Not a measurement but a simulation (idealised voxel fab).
process module | voxel air gaps
cross-section cut | 290 nm wide | cells 5 nm
A cross-section is a grid of square cells, given in bands from the top down. A band is one or more rows of cells.
Each band's line starts with the height of the band's top and of its bottom, in nm. Then come its materials from left to right, each with its width in nm. One material with "throughout" fills the band from edge to edge. "air" is empty space.
Height 0 is the level under which the wafer as received is all one material. The lowest band goes on downwards, as in "0 down".
A width such as "30 to 40" changes by the same amount from each row of cells to the next, from the band's top row to its bottom row.
"no change" after a step means that no cell of the cross-section changed.
closed voids: empty space of 8 cells or more with no open way to the top, each as width x height at its distance from the left edge, in nm
after a step's settings: what the simulator itself notes on the step
overlay nm, on a step with a mask: how far to the right of its planned place the mask lay; to the left if negative
plan
1 op RECEIVE | material Si
2 op CONFORMAL_DEP | material SiO2 | thk nm 15
3 op CONFORMAL_DEP | material SiN | thk nm 5
4 op DIRECTIONAL_DEP | material SiO2 | thk nm 40
5 op PATTERN | tone open | mask id LINES | material resist | width nm 25 | pitch nm 50 | thk nm 15 | overlay nm 0
6 op DIRECTIONAL_ETCH | etch materials SiO2 | depth nm 40
7 op STRIP | etch materials resist
8 op CONFORMAL_DEP | material TiN | thk nm 5
9 op FILL_DEP | material Ru | thk nm 5
10 op CMP | height nm 60
11 op EPI | material Ru | thk nm 10
12 op SELECTIVE_ETCH | etch materials SiO2 | depth nm 50
13 op CONFORMAL_DEP | material SiCN | thk nm 5
first wafer, as planned
as received, after step 1
  0 down: Si throughout
  closed voids: none
after step 2
  15 to 0: SiO2 throughout
  below 0: unchanged
after step 3
  20 to 15: SiN throughout
  below 15: unchanged
after step 4
  60 to 20: SiO2 throughout
  below 20: unchanged
after step 5
  75 to 60: resist 80 | air 25 | resist 25 | air 25 | resist 25 | air 25 | resist 85
  below 60: unchanged
after step 6
  75 to 60: resist 80 | air 25 | resist 25 | air 25 | resist 25 | air 25 | resist 85
  60 to 20: SiO2 80 | air 25 | SiO2 25 | air 25 | SiO2 25 | air 25 | SiO2 85
  below 20: unchanged
after step 7
  60 to 20: SiO2 80 | air 25 | SiO2 25 | air 25 | SiO2 25 | air 25 | SiO2 85
  below 20: unchanged
after step 8
  65 to 60: TiN 85 | air 15 | TiN 35 | air 15 | TiN 35 | air 15 | TiN 90
  60 to 25: SiO2 80 | TiN 5 | air 15 | TiN 5 | SiO2 25 | TiN 5 | air 15 | TiN 5 | SiO2 25 | TiN 5 | air 15 | TiN 5 | SiO2 85
  25 to 20: SiO2 80 | TiN 25 | SiO2 25 | TiN 25 | SiO2 25 | TiN 25 | SiO2 85
  below 20: unchanged
after step 9
  70 to 65: Ru throughout
  65 to 60: TiN 85 | Ru 15 | TiN 35 | Ru 15 | TiN 35 | Ru 15 | TiN 90
  60 to 25: SiO2 80 | TiN 5 | Ru 15 | TiN 5 | SiO2 25 | TiN 5 | Ru 15 | TiN 5 | SiO2 25 | TiN 5 | Ru 15 | TiN 5 | SiO2 85
  below 25: unchanged
after step 10
  60 to 25: SiO2 80 | TiN 5 | Ru 15 | TiN 5 | SiO2 25 | TiN 5 | Ru 15 | TiN 5 | SiO2 25 | TiN 5 | Ru 15 | TiN 5 | SiO2 85
  below 25: unchanged
after step 11
  70 to 60: air 70 | Ru 45 | air 5 | Ru 45 | air 5 | Ru 45 | air 75
  below 60: unchanged
after step 12
  70 to 60: air 70 | Ru 45 | air 5 | Ru 45 | air 5 | Ru 45 | air 75
  60 to 25: air 80 | TiN 5 | Ru 15 | TiN 5 | air 25 | TiN 5 | Ru 15 | TiN 5 | air 25 | TiN 5 | Ru 15 | TiN 5 | air 85
  25 to 20: air 80 | TiN 25 | air 25 | TiN 25 | air 25 | TiN 25 | air 85
  below 20: unchanged
after step 13
  75 to 70: air 65 | SiCN 155 | air 70
  70 to 60: air 65 | SiCN 5 | Ru 45 | SiCN 5 | Ru 45 | SiCN 5 | Ru 45 | SiCN 5 | air 70
  60 to 55: air 65 | SiCN 15 | TiN 5 | Ru 15 | TiN 5 | SiCN 25 | TiN 5 | Ru 15 | TiN 5 | SiCN 25 | TiN 5 | Ru 15 | TiN 5 | SiCN 15 | air 70
  55 to 25: air 75 | SiCN 5 | TiN 5 | Ru 15 | TiN 5 | SiCN 5 | air 15 | SiCN 5 | TiN 5 | Ru 15 | TiN 5 | SiCN 5 | air 15 | SiCN 5 | TiN 5 | Ru 15 | TiN 5 | SiCN 5 | air 80
  25 to 20: SiCN 80 | TiN 25 | SiCN 25 | TiN 25 | SiCN 25 | TiN 25 | SiCN 85
  below 20: unchanged
  closed voids: 15 x 30 at 110; 15 x 30 at 160
second wafer: like start, like plan, one mistake. Through step 4 it matches the first wafer
when step 5 should have ended
  75 to 60: resist 90 | air 25 | resist 25 | air 25 | resist 25 | air 25 | resist 75
  below 60: unchanged
when step 6 should have ended
  75 to 60: resist 90 | air 25 | resist 25 | air 25 | resist 25 | air 25 | resist 75
  60 to 20: SiO2 90 | air 25 | SiO2 25 | air 25 | SiO2 25 | air 25 | SiO2 75
  below 20: unchanged
when step 7 should have ended
  60 to 20: SiO2 90 | air 25 | SiO2 25 | air 25 | SiO2 25 | air 25 | SiO2 75
  below 20: unchanged
when step 8 should have ended
  65 to 60: TiN 95 | air 15 | TiN 35 | air 15 | TiN 35 | air 15 | TiN 80
  60 to 25: SiO2 90 | TiN 5 | air 15 | TiN 5 | SiO2 25 | TiN 5 | air 15 | TiN 5 | SiO2 25 | TiN 5 | air 15 | TiN 5 | SiO2 75
  25 to 20: SiO2 90 | TiN 25 | SiO2 25 | TiN 25 | SiO2 25 | TiN 25 | SiO2 75
  below 20: unchanged
when step 9 should have ended
  70 to 65: Ru throughout
  65 to 60: TiN 95 | Ru 15 | TiN 35 | Ru 15 | TiN 35 | Ru 15 | TiN 80
  60 to 25: SiO2 90 | TiN 5 | Ru 15 | TiN 5 | SiO2 25 | TiN 5 | Ru 15 | TiN 5 | SiO2 25 | TiN 5 | Ru 15 | TiN 5 | SiO2 75
  below 25: unchanged
when step 10 should have ended
  60 to 25: SiO2 90 | TiN 5 | Ru 15 | TiN 5 | SiO2 25 | TiN 5 | Ru 15 | TiN 5 | SiO2 25 | TiN 5 | Ru 15 | TiN 5 | SiO2 75
  below 25: unchanged
when step 11 should have ended
  70 to 60: air 80 | Ru 45 | air 5 | Ru 45 | air 5 | Ru 45 | air 65
  below 60: unchanged
when step 12 should have ended
  70 to 60: air 80 | Ru 45 | air 5 | Ru 45 | air 5 | Ru 45 | air 65
  60 to 25: air 90 | TiN 5 | Ru 15 | TiN 5 | air 25 | TiN 5 | Ru 15 | TiN 5 | air 25 | TiN 5 | Ru 15 | TiN 5 | air 75
  25 to 20: air 90 | TiN 25 | air 25 | TiN 25 | air 25 | TiN 25 | air 75
  below 20: unchanged
when step 13 should have ended
  75 to 70: air 75 | SiCN 155 | air 60
  70 to 60: air 75 | SiCN 5 | Ru 45 | SiCN 5 | Ru 45 | SiCN 5 | Ru 45 | SiCN 5 | air 60
  60 to 55: air 75 | SiCN 15 | TiN 5 | Ru 15 | TiN 5 | SiCN 25 | TiN 5 | Ru 15 | TiN 5 | SiCN 25 | TiN 5 | Ru 15 | TiN 5 | SiCN 15 | air 60
  55 to 25: air 85 | SiCN 5 | TiN 5 | Ru 15 | TiN 5 | SiCN 5 | air 15 | SiCN 5 | TiN 5 | Ru 15 | TiN 5 | SiCN 5 | air 15 | SiCN 5 | TiN 5 | Ru 15 | TiN 5 | SiCN 5 | air 70
  25 to 20: SiCN 90 | TiN 25 | SiCN 25 | TiN 25 | SiCN 25 | TiN 25 | SiCN 75
  below 20: unchanged
  closed voids: 15 x 30 at 120; 15 x 30 at 170
what went wrong: step 5 ran as: op PATTERN | tone open | mask id LINES | material resist | width nm 25 | pitch nm 50 | thk nm 15 | overlay nm 10
at the end the second wafer has, in cells: as many of each material as the first, in other places
